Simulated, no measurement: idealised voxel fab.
A process module follows: voxel gate over fins.
We display cut, a cross-section 245 nm in width whose square cells are each 5 nm.
How to read a cross-section here: the picture is a grid of square cells, written as bands going from the top down, and any band can span one or more rows of cells. In this notation a band is specified by the heights of its top and bottom, in that order and in nm, after which its materials appear from left to right, each paired with its width in nm. The word "throughout" attached to a single material means that material fills the band from edge to edge; the word "blank" stands for empty space. A quick word on heights: they are counted from 0, and under that level the wafer as it came to us is one material throughout. The lowest band is different from the rest in having no bottom; it simply continues downward, written as in "0 down". The expression "30 to 40" gives the width at the extremes of the band, the first number at its top row of cells and the second at its bottom row, with the width changing by equal amounts from each row to the next in between. Step note "stayed the same" = no cross-section cell changed. Empty spaces without an open route to the top, at least 8 cells in extent, make up the entry "Cavities, sealed"; each is given as width x height at distance, where the distance is measured from the left edge, and all are in nm. Text after the settings on a step's line: the simulator's own remark on that step. overlay nm: how far to the right of its planned place the mask lay on this masked step (negative: to the left).

**Planned process steps**
1. RECEIVE with material Si
2. CONFORMAL_DEP with material SiN, thk nm 5
3. PATTERN with tone cover, mask id FINS, material resist, width nm 15, pitch nm 35, thk nm 20, overlay nm -15
4. DIRECTIONAL_ETCH with etch materials SiN, depth nm 5
5. DIRECTIONAL_ETCH with etch materials Si, depth nm 30
6. STRIP with etch materials resist
7. FILL_DEP with material SiO2, thk nm 10
8. CMP with height nm 5
9. SELECTIVE_ETCH with etch materials SiO2, depth nm 20
10. STRIP with etch materials SiN
11. CONFORMAL_DEP with material HfO2, thk nm 5
12. CONFORMAL_DEP with material TiN, thk nm 5
13. CONFORMAL_DEP with material TiAl, thk nm 5
14. CONFORMAL_DEP with material TiN, thk nm 5
15. FILL_DEP with material W, thk nm 15
16. CMP with height nm 30
17. CONFORMAL_DEP with material SiCN, thk nm 5
All wafers enter the flow in the same state. The overlay nm at step 3 differs from wafer to wafer, and the plan gives the value for the first wafer.

**As received, i.e. after step 1: cross-section through the first of several wafers**
0 down  Si throughout
Cavities, sealed: none

**Each row below is a wafer at the end of the module, listing for every material the number of cells it has gained (+) or lost (-) since it was received, followed by its closed voids**
overlay nm -15; +61 HfO2; -258 Si; +49 SiCN; +129 SiO2; +55 TiAl; +116 TiN; +191 W; Cavities, sealed: none
overlay nm -10; +61 HfO2; -258 Si; +49 SiCN; +129 SiO2; +55 TiAl; +116 TiN; +191 W; Cavities, sealed: none
overlay nm -5; +61 HfO2; -258 Si; +49 SiCN; +129 SiO2; +55 TiAl; +116 TiN; +191 W; Cavities, sealed: none
overlay nm 0; +61 HfO2; -258 Si; +49 SiCN; +129 SiO2; +55 TiAl; +116 TiN; +191 W; Cavities, sealed: none
overlay nm 5; +61 HfO2; -258 Si; +49 SiCN; +129 SiO2; +55 TiAl; +116 TiN; +191 W; Cavities, sealed: none
overlay nm 10; +61 HfO2; -258 Si; +49 SiCN; +129 SiO2; +55 TiAl; +116 TiN; +191 W; Cavities, sealed: none
overlay nm 15; +61 HfO2; -258 Si; +49 SiCN; +129 SiO2; +55 TiAl; +116 TiN; +191 W; Cavities, sealed: none
